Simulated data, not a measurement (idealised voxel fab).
process module | voxel trench capacitor
cross-section cut | 225 nm wide | cells 5 nm
A cross-section is a grid of square cells, given in bands from the top down. A band is one or more rows of cells.
Each band's line starts with the height of the band's top and of its bottom, in nm. Then come its materials from left to right, each with its width in nm. One material with "throughout" fills the band from edge to edge. "air" is empty space.
Height 0 is the level under which the wafer as received is all one material. The lowest band goes on downwards, as in "0 down".
A width such as "30 to 40" changes by the same amount from each row of cells to the next, from the band's top row to its bottom row.
"no change" after a step means that no cell of the cross-section changed.
closed voids: empty space of 8 cells or more with no open way to the top, each as width x height at its distance from the left edge, in nm
after a step's settings: what the simulator itself notes on the step
overlay nm, on a step with a mask: how far to the right of its planned place the mask lay; to the left if negative
plan
1 op RECEIVE | material Si
2 op CONFORMAL_DEP | material SiN | thk nm 5
3 op MASKED_ETCH | tone open | mask id TRENCH | width nm 25 | pitch nm 50 | etch materials SiN | depth nm 5 | overlay nm 0
4 op MASKED_ETCH | tone open | mask id TRENCH | width nm 25 | pitch nm 50 | etch materials Si | depth nm 40 | overlay nm 0
5 op CONFORMAL_DEP | material HfO2 | thk nm 5
6 op CONFORMAL_DEP | material TiN | thk nm 5
7 op FILL_DEP | material W | thk nm 5
8 op CMP | height nm 5
as received, after step 1
  0 down: Si throughout
  closed voids: none
a wafer at the end: this start, this plan, one mistake
  5 to 0: SiN 20 | HfO2 10 | TiN 10 | HfO2 5 | SiN 25 | HfO2 10 | TiN 10 | HfO2 5 | SiN 25 | HfO2 10 | TiN 10 | HfO2 5 | SiN 25 | HfO2 10 | TiN 10 | HfO2 5 | SiN 30
  0 to -35: Si 25 | HfO2 5 | TiN 10 | HfO2 5 | Si 30 | HfO2 5 | TiN 10 | HfO2 5 | Si 30 | HfO2 5 | TiN 10 | HfO2 5 | Si 30 | HfO2 5 | TiN 10 | HfO2 5 | Si 30
  -35 to -40: Si 25 | HfO2 20 | Si 30 | HfO2 20 | Si 30 | HfO2 20 | Si 30 | HfO2 20 | Si 30
  -40 down: Si throughout
  closed voids: none
what went wrong: step 3 ran as: op MASKED_ETCH | tone open | mask id TRENCH | width nm 25 | pitch nm 50 | etch materials SiN | depth nm 5 | overlay nm -5
